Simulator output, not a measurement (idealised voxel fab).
process module | voxel self aligned vias
cross-section cut | 160 nm wide | cells 5 nm
A cross-section is a grid of square cells, given in bands from the top down. A band is one or more rows of cells.
Each band's line starts with the height of the band's top and of its bottom, in nm. Then come its materials from left to right, each with its width in nm. One material with "throughout" fills the band from edge to edge. "air" is empty space.
Height 0 is the level under which the wafer as received is all one material. The lowest band goes on downwards, as in "0 down".
A width such as "30 to 40" changes by the same amount from each row of cells to the next, from the band's top row to its bottom row.
"no change" after a step means that no cell of the cross-section changed.
closed voids: empty space of 8 cells or more with no open way to the top, each as width x height at its distance from the left edge, in nm
after a step's settings: what the simulator itself notes on the step
overlay nm, on a step with a mask: how far to the right of its planned place the mask lay; to the left if negative
plan
1 op RECEIVE | material Si
2 op CONFORMAL_DEP | material SiO2 | thk nm 10
3 op CONFORMAL_DEP | material SiCN | thk nm 5
4 op DIRECTIONAL_DEP | material lowk | thk nm 25
5 op DIRECTIONAL_DEP | material aC | thk nm 15
6 op PATTERN | tone open | mask id LINES | material resist | width nm 25 | pitch nm 55 | thk nm 30 | overlay nm 0
7 op DIRECTIONAL_ETCH | etch materials aC | depth nm 15
8 op STRIP | etch materials resist
9 op DIRECTIONAL_ETCH | etch materials lowk | depth nm 25
10 op STRIP | etch materials aC
11 op CONFORMAL_DEP | material TiN | thk nm 5
12 op FILL_DEP | material Ru | thk nm 5
13 op CMP | height nm 40
14 op SELECTIVE_ETCH | etch materials W Ru TiN | depth nm 5
15 op FILL_DEP | material SiN | thk nm 10
16 op CMP | height nm 40
17 op DIRECTIONAL_DEP | material lowk | thk nm 15
18 op PATTERN | tone open | mask id VIAS | material resist | width nm 35 | pitch nm 55 | thk nm 15 | overlay nm -15
19 op DIRECTIONAL_ETCH | etch materials lowk | depth nm 15
20 op DIRECTIONAL_ETCH | etch materials SiN | depth nm 5
21 op STRIP | etch materials resist
22 op CONFORMAL_DEP | material TiN | thk nm 5
23 op FILL_DEP | material W | thk nm 10
24 op CMP | height nm 55
25 op CONFORMAL_DEP | material SiN | thk nm 5
varied across the wafers: overlay nm of step 18. The plan shows the first wafer's value. All wafers start alike
first wafer as received, after step 1
  0 down: Si throughout
  closed voids: none
first wafer at the end, after step 25
  60 to 55: SiN throughout
  55 to 45: lowk 20 | TiN 5 | W 25 | TiN 5 | lowk 20 | TiN 5 | W 25 | TiN 5 | lowk 50
  45 to 40: lowk 20 | TiN 25 | W 5 | TiN 5 | lowk 20 | TiN 25 | W 5 | TiN 5 | lowk 50
  40 to 35: lowk 40 | TiN 15 | SiN 10 | lowk 30 | TiN 15 | SiN 10 | lowk 40
  35 to 20: lowk 40 | TiN 5 | Ru 15 | TiN 5 | lowk 30 | TiN 5 | Ru 15 | TiN 5 | lowk 40
  20 to 15: lowk 40 | TiN 25 | lowk 30 | TiN 25 | lowk 40
  15 to 10: SiCN throughout
  10 to 0: SiO2 throughout
  0 down: Si throughout
  closed voids: none
last wafer at the end
  60 to 55: SiN throughout
  55 to 45: lowk 50 | TiN 5 | W 25 | TiN 5 | lowk 20 | TiN 5 | W 25 | TiN 5 | lowk 20
  45 to 40: lowk 50 | TiN 5 | W 5 | TiN 25 | lowk 20 | TiN 5 | W 5 | TiN 25 | lowk 20
  40 to 35: lowk 40 | SiN 10 | TiN 15 | lowk 30 | SiN 10 | TiN 15 | lowk 40
  35 to 20: lowk 40 | TiN 5 | Ru 15 | TiN 5 | lowk 30 | TiN 5 | Ru 15 | TiN 5 | lowk 40
  20 to 15: lowk 40 | TiN 25 | lowk 30 | TiN 25 | lowk 40
  15 to 10: SiCN throughout
  10 to 0: SiO2 throughout
  0 down: Si throughout
  closed voids: none
each wafer at the end: cells of each material gained (+) or lost (-) since it was received, then its closed voids
overlay nm -15 | +18 Ru | +32 SiCN | +36 SiN | +64 SiO2 | +48 TiN | +22 W | +164 lowk | closed voids: none
overlay nm -10 | +18 Ru | +32 SiCN | +34 SiN | +64 SiO2 | +48 TiN | +24 W | +164 lowk | closed voids: none
overlay nm -5 | +18 Ru | +32 SiCN | +32 SiN | +64 SiO2 | +48 TiN | +26 W | +164 lowk | closed voids: none
overlay nm 0 | +18 Ru | +32 SiCN | +32 SiN | +64 SiO2 | +48 TiN | +26 W | +164 lowk | closed voids: none
overlay nm 5 | +18 Ru | +32 SiCN | +32 SiN | +64 SiO2 | +48 TiN | +26 W | +164 lowk | closed voids: none
overlay nm 10 | +18 Ru | +32 SiCN | +34 SiN | +64 SiO2 | +48 TiN | +24 W | +164 lowk | closed voids: none
overlay nm 15 | +18 Ru | +32 SiCN | +36 SiN | +64 SiO2 | +48 TiN | +22 W | +164 lowk | closed voids: none
